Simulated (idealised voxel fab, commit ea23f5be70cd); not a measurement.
You're looking at the process module voxel released beams.
It is cross-section cut that appears here, measuring 185 nm in width, its square cells being 5 nm in size.
Each cross-section below is a grid of square cells, stated as bands in top-down order, with one or more rows of cells making up each band. Band: top height; bottom height; in nm. Then, left to right: material with width in nm, for each material. "all across": a single material spanning edge to edge. "blank": empty space. Measure heights from 0. That's the level where, below it, the as-received wafer is all one material. The lowest band is bottomless and extends downward; write it as in "0 -> down". Width spec "30->40" -> top row of cells at first value, bottom row at second value, equal per-row change in between. Take "nothing altered" at face value: in the step it is given for, the cross-section changed in none of its cells. Entry "Sealed void list". Content: empty spaces with no open connection to the top, size 8 cells or greater. Each: width x height at distance. Distance: from left edge. Unit: nm. Where a step's line continues beyond its settings, the continuation is a remark by the simulator itself on that step. overlay nm: for a step with a mask, the amount by which the mask lay right of where it was planned; a negative amount means left of it.

### plan
1 RECEIVE | material Si
2 CONFORMAL_DEP | material Al2O3 | thk nm 10
3 DIRECTIONAL_DEP | material SiO2 | thk nm 20
4 DIRECTIONAL_DEP | material aC | thk nm 10
5 PATTERN | tone open | mask id ANCHOR | material resist | width nm 45 | thk nm 30 | overlay nm 0
6 DIRECTIONAL_ETCH | etch materials aC | depth nm 10
7 STRIP | etch materials resist
8 DIRECTIONAL_ETCH | etch materials SiO2 | depth nm 20
9 STRIP | etch materials aC
10 CONFORMAL_DEP | material polySi | thk nm 15
11 MASKED_ETCH | tone cover | mask id BEAM | width nm 110 | etch materials polySi | depth nm 15 | overlay nm 0
12 STRIP | etch materials SiO2

### First out of two wafers; run went to plan

### Delivered wafer in cross-section: state after step 1
0 -> down: Si all across
Sealed void list: none

### Wafer section view after processing step 2
10 -> 0: Al2O3 all across
Below 0, the layers are the same as they were.

### Wafer section view after processing step 3
30 -> 10: SiO2 all across
Below 10, the layers are the same as they were.

### Wafer section view after processing step 4
40 -> 30: aC all across
Below 30, the layers are the same as they were.

### Wafer section view after processing step 5
70 -> 40: resist (40), blank (45), resist (100)
Below 40, the layers are the same as they were.

### Wafer section view after processing step 6
60 -> 40: resist (40), blank (45), resist (100)
40 -> 30: aC (40), blank (45), aC (100)
Below 30, the layers are the same as they were.

### Wafer section view after processing step 7
40 -> 30: aC (40), blank (45), aC (100)
Below 30, the layers are the same as they were.

### Wafer section view after processing step 8
40 -> 30: aC (40), blank (45), aC (100)
30 -> 10: SiO2 (40), blank (45), SiO2 (100)
Below 10, the layers are the same as they were.

### Wafer section view after processing step 9
30 -> 10: SiO2 (40), blank (45), SiO2 (100)
Below 10, the layers are the same as they were.

### Wafer section view after processing step 10
45 -> 30: polySi (55), blank (15), polySi (115)
30 -> 25: SiO2 (40), polySi (15), blank (15), polySi (15), SiO2 (100)
25 -> 10: SiO2 (40), polySi (45), SiO2 (100)
Below 10, the layers are the same as they were.

### Wafer section view after processing step 11
45 -> 30: blank (35), polySi (20), blank (15), polySi (75), blank (40)
Below 30, the layers are the same as they were.

### Wafer section view after processing step 12
45 -> 30: blank (35), polySi (20), blank (15), polySi (75), blank (40)
30 -> 25: blank (40), polySi (15), blank (15), polySi (15), blank (100)
25 -> 10: blank (40), polySi (45), blank (100)
Below 10, the layers are the same as they were.

### The second wafer: identical to the first at the outset and in its planned sequence, differing only in that one mistake was made during processing; up to and including step 10, its path is the first wafer's path

### Planned end of step 11: second wafer, cross-section
45 -> 30: blank (40), polySi (15), blank (15), polySi (75), blank (40)
Below 30, the layers are the same as they were.

### Planned end of step 12: second wafer, cross-section
45 -> 30: blank (40), polySi (15), blank (15), polySi (75), blank (40)
30 -> 25: blank (40), polySi (15), blank (15), polySi (15), blank (100)
25 -> 10: blank (40), polySi (45), blank (100)
Below 10, the layers are the same as they were.
Short version of what went wrong: step 11 was processed under conditions differing from the plan, specifically as MASKED_ETCH | tone cover | mask id BEAM | width nm 105 | etch materials polySi | depth nm 15 | overlay nm 0
FYI, end of process, the second wafer has more or fewer cells of some materials than the first: 3 fewer of polySi
